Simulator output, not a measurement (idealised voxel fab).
process module | voxel ribs on slabs
cross-section cut | 265 nm wide | cells 5 nm
A cross-section is a grid of square cells, given in bands from the top down. A band is one or more rows of cells.
Each band's line starts with the height of the band's top and of its bottom, in nm. Then come its materials from left to right, each with its width in nm. One material with "throughout" fills the band from edge to edge. "air" is empty space.
Height 0 is the level under which the wafer as received is all one material. The lowest band goes on downwards, as in "0 down".
A width such as "30 to 40" changes by the same amount from each row of cells to the next, from the band's top row to its bottom row.
"no change" after a step means that no cell of the cross-section changed.
closed voids: empty space of 8 cells or more with no open way to the top, each as width x height at its distance from the left edge, in nm
after a step's settings: what the simulator itself notes on the step
overlay nm, on a step with a mask: how far to the right of its planned place the mask lay; to the left if negative
plan
1 op RECEIVE | material Si
2 op DIRECTIONAL_DEP | material SiO2 | thk nm 20
3 op DIRECTIONAL_DEP | material SiN | thk nm 25
4 op DIRECTIONAL_DEP | material aC | thk nm 10
5 op PATTERN | tone cover | mask id RIB | material resist | width nm 25 | thk nm 25 | overlay nm 0
6 op DIRECTIONAL_ETCH | etch materials aC | depth nm 10
7 op STRIP | etch materials resist
8 op DIRECTIONAL_ETCH | etch materials SiN | depth nm 20
9 op STRIP | etch materials aC
10 op MASKED_ETCH | tone cover | mask id SLAB | width nm 75 | etch materials SiN | depth nm 5 | overlay nm 0
11 op FILL_DEP | material SiO2 | thk nm 15
12 op CMP | height nm 55
13 op DIRECTIONAL_DEP | material TiN | thk nm 5
14 op MASKED_ETCH | tone cover | mask id HEATER | width nm 35 | etch materials TiN | depth nm 5 | overlay nm 0
15 op CONFORMAL_DEP | material SiO2 | thk nm 5
as received, after step 1
  0 down: Si throughout
  closed voids: none
a wafer at the end: this start, this plan, one mistake
  65 to 60: air 110 | SiO2 45 | air 110
  60 to 55: SiO2 115 | TiN 35 | SiO2 115
  55 to 45: SiO2 throughout
  45 to 25: SiO2 130 | SiN 25 | SiO2 110
  25 to 20: SiO2 95 | SiN 75 | SiO2 95
  20 to 0: SiO2 throughout
  0 down: Si throughout
  closed voids: none
what went wrong: step 5 ran as: op PATTERN | tone cover | mask id RIB | material resist | width nm 25 | thk nm 25 | overlay nm 10
